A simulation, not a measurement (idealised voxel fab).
This section sets out a process module, namely voxel self aligned vias.
The cross-section on display is named cut; it measures 260 nm wide, and its cells are 5 nm squares.
If you're reading a cross-section in this doc, picture square cells in a grid; it comes to you as bands, top ones listed first down to the bottom, and a band can be one or more rows of cells. This entry defines a band. It first specifies the height of the band's top and the height of its bottom in nm, and then specifies the band's materials from left to right, stating each material with its width in nm. The word "everywhere" identifies a single material that fills the band from edge to edge, while the word "blank" identifies empty space. We count height from 0. Below that, the starting wafer is all one material. The lowest band never ends at the bottom but goes on down; see "0 down" for how that is written. The expression "30 to 40" gives the width at the extremes of the band, the first number at its top row of cells and the second at its bottom row, with the width changing by equal amounts from each row to the next in between. The cross-section has no changed cell in any step marked "same as before". So "Enclosed void entries" is basically the list of trapped voids: any empty space of 8 cells or more that can't reach the top through an opening. They're written width x height at distance, the distance being from the left edge, and it's all nm. On each step's line, the part that comes after the settings is the simulator's own comment on the step. Regarding "overlay nm": on a step with a mask, it is the distance the mask lay to the right of its planned place; a negative value places it to the left.

### These are the steps we planned for the process
1) RECEIVE, material Si
2) CONFORMAL_DEP, material SiO2, thk nm 10
3) CONFORMAL_DEP, material SiCN, thk nm 5
4) DIRECTIONAL_DEP, material lowk, thk nm 30
5) PATTERN, tone open, mask id LINES, material resist, width nm 15, pitch nm 50, thk nm 20, overlay nm 0
6) DIRECTIONAL_ETCH, etch materials lowk, depth nm 30
7) STRIP, etch materials resist
8) CONFORMAL_DEP, material TiN, thk nm 5
9) FILL_DEP, material W, thk nm 10
10) CMP, height nm 45
11) SELECTIVE_ETCH, etch materials W Ru TiN, depth nm 5
12) FILL_DEP, material SiN, thk nm 10
13) CMP, height nm 45
14) DIRECTIONAL_DEP, material lowk, thk nm 20
15) MASKED_ETCH, tone open, mask id VIAS, width nm 30, etch materials lowk, depth nm 20, overlay nm 0
16) MASKED_ETCH, tone open, mask id VIAS, width nm 30, etch materials SiN, depth nm 5, overlay nm 0
17) CONFORMAL_DEP, material TiN, thk nm 5
18) FILL_DEP, material Cu, thk nm 5
19) CMP, height nm 65
20) CONFORMAL_DEP, material SiCN, thk nm 5
Keep in mind the plan's value for the width nm of step 5 comes from the first wafer; the wafers don't share that setting, but they do share the same starting point.

### Here's the first of the wafers in cross-section, just as we got it, i.e. after step 1
* 0 down | Si everywhere
* Enclosed void entries: none

### Post step 20, the closing step of the module: first of several wafers, cross-sectioned
* 70 to 65 | SiCN everywhere
* 65 to 50 | lowk 90, then TiN 5, then Cu 20, then TiN 5, then lowk 140
* 50 to 45 | lowk 90, then TiN 15, then Cu 5, then TiN 10, then lowk 140
* 45 to 40 | lowk 100, then TiN 15, then lowk 35, then SiN 15, then lowk 95
* 40 to 20 | lowk 100, then TiN 5, then W 5, then TiN 5, then lowk 35, then TiN 5, then W 5, then TiN 5, then lowk 95
* 20 to 15 | lowk 100, then TiN 15, then lowk 35, then TiN 15, then lowk 95
* 15 to 10 | SiCN everywhere
* 10 to 0 | SiO2 everywhere
* 0 down | Si everywhere
* Enclosed void entries: none

### Cross-section of the final wafer among several, taken at the end of the module
* 70 to 65 | SiCN everywhere
* 65 to 45 | lowk 90, then TiN 5, then Cu 20, then TiN 5, then lowk 140
* 45 to 40 | lowk 90, then TiN 30, then SiN 5, then lowk 15, then SiN 35, then lowk 85
* 40 to 20 | lowk 90, then TiN 5, then W 25, then TiN 5, then lowk 15, then TiN 5, then W 25, then TiN 5, then lowk 85
* 20 to 15 | lowk 90, then TiN 35, then lowk 15, then TiN 35, then lowk 85
* 15 to 10 | SiCN everywhere
* 10 to 0 | SiO2 everywhere
* 0 down | Si everywhere
* Enclosed void entries: none

### For your reference, the table is organized with a row per wafer; each row reflects the wafer at the end of the module, indicating for each material the cells gained (+) or lost (-) since receipt, and thereafter its closed voids
width nm 15; +13 Cu; +104 SiCN; +3 SiN; +104 SiO2; +36 TiN; +8 W; +460 lowk; Enclosed void entries: none
width nm 20; +14 Cu; +104 SiCN; +4 SiN; +104 SiO2; +38 TiN; +16 W; +448 lowk; Enclosed void entries: none
width nm 25; +15 Cu; +104 SiCN; +5 SiN; +104 SiO2; +40 TiN; +24 W; +436 lowk; Enclosed void entries: none
width nm 30; +16 Cu; +104 SiCN; +6 SiN; +104 SiO2; +42 TiN; +32 W; +424 lowk; Enclosed void entries: none
width nm 35; +16 Cu; +104 SiCN; +8 SiN; +104 SiO2; +44 TiN; +40 W; +412 lowk; Enclosed void entries: none
